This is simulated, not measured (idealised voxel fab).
Process module, titled voxel ribs on slabs
cross-section cut | 270 nm wide | cells 5 nm
Format of a cross-section: grid, square cells. Given as bands. Order: top down. Band: one or more rows of cells.
First you get the band's top height and its bottom height, in nm, and then the materials it's made of, left to right, with each width in nm. If you see a single material with "edge to edge", that one covers the band edge to edge. "empty" is empty space.
Zero point of the height axis is 0; under it, received wafer = one material. Lowest band: continues down indefinitely, "0 down".
When a width is written as two numbers, as in "30->40", the first number is the width in the top row of cells of the band and the second is the width in its bottom row, and the width changes by the same amount from each row to the next.
The designation "remained unchanged", where it is given for a processing step, indicates that no cell of the cross-section was altered in the course of that step.
Closed empty spaces (no open way to the top) of 8 cells or more are what "Sealed internal cavities" lists, each as width x height at distance from the left edge, nm for all three.
Whatever follows a step's settings on its line is a remark the simulator itself makes about that step.
The optional step-line setting "overlay nm" applies to steps with a mask and quantifies how far to the right of its planned location the mask lay, a negative value indicating leftward placement.
-- Planned process steps
1 RECEIVE [material Si]
2 DIRECTIONAL_DEP [material SiO2] [thk nm 30]
3 DIRECTIONAL_DEP [material SiN] [thk nm 20]
4 MASKED_ETCH [tone cover] [mask id RIB] [width nm 20] [etch materials SiN] [depth nm 15] [overlay nm 0]
5 MASKED_ETCH [tone cover] [mask id SLAB] [width nm 50] [etch materials SiN] [depth nm 5] [overlay nm 0]
6 FILL_DEP [material SiO2] [thk nm 20]
7 CMP [height nm 65]
8 DIRECTIONAL_DEP [material TiN] [thk nm 5]
9 DIRECTIONAL_DEP [material aC] [thk nm 15]
10 PATTERN [tone cover] [mask id HEATER] [material resist] [width nm 20] [thk nm 35] [overlay nm 0]
11 DIRECTIONAL_ETCH [etch materials aC] [depth nm 15]
12 STRIP [etch materials resist]
13 DIRECTIONAL_ETCH [etch materials TiN] [depth nm 5]
14 STRIP [etch materials aC]
15 CONFORMAL_DEP [material SiO2] [thk nm 5]
Keep in mind the plan's value for the width nm of step 10 comes from the first wafer; the wafers don't share that setting, but they do share the same starting point.
-- First wafer of several, as received: cross-section after step 1
0 down  Si edge to edge
Sealed internal cavities: none
-- End of module, by wafer: material-by-material cell gain (+) or loss (-) since receipt, then closed voids
width nm 20; +22 SiN; +736 SiO2; +4 TiN; Sealed internal cavities: none
width nm 25; +22 SiN; +736 SiO2; +5 TiN; Sealed internal cavities: none
width nm 30; +22 SiN; +736 SiO2; +6 TiN; Sealed internal cavities: none
width nm 35; +22 SiN; +736 SiO2; +7 TiN; Sealed internal cavities: none
width nm 40; +22 SiN; +736 SiO2; +8 TiN; Sealed internal cavities: none
width nm 45; +22 SiN; +736 SiO2; +9 TiN; Sealed internal cavities: none
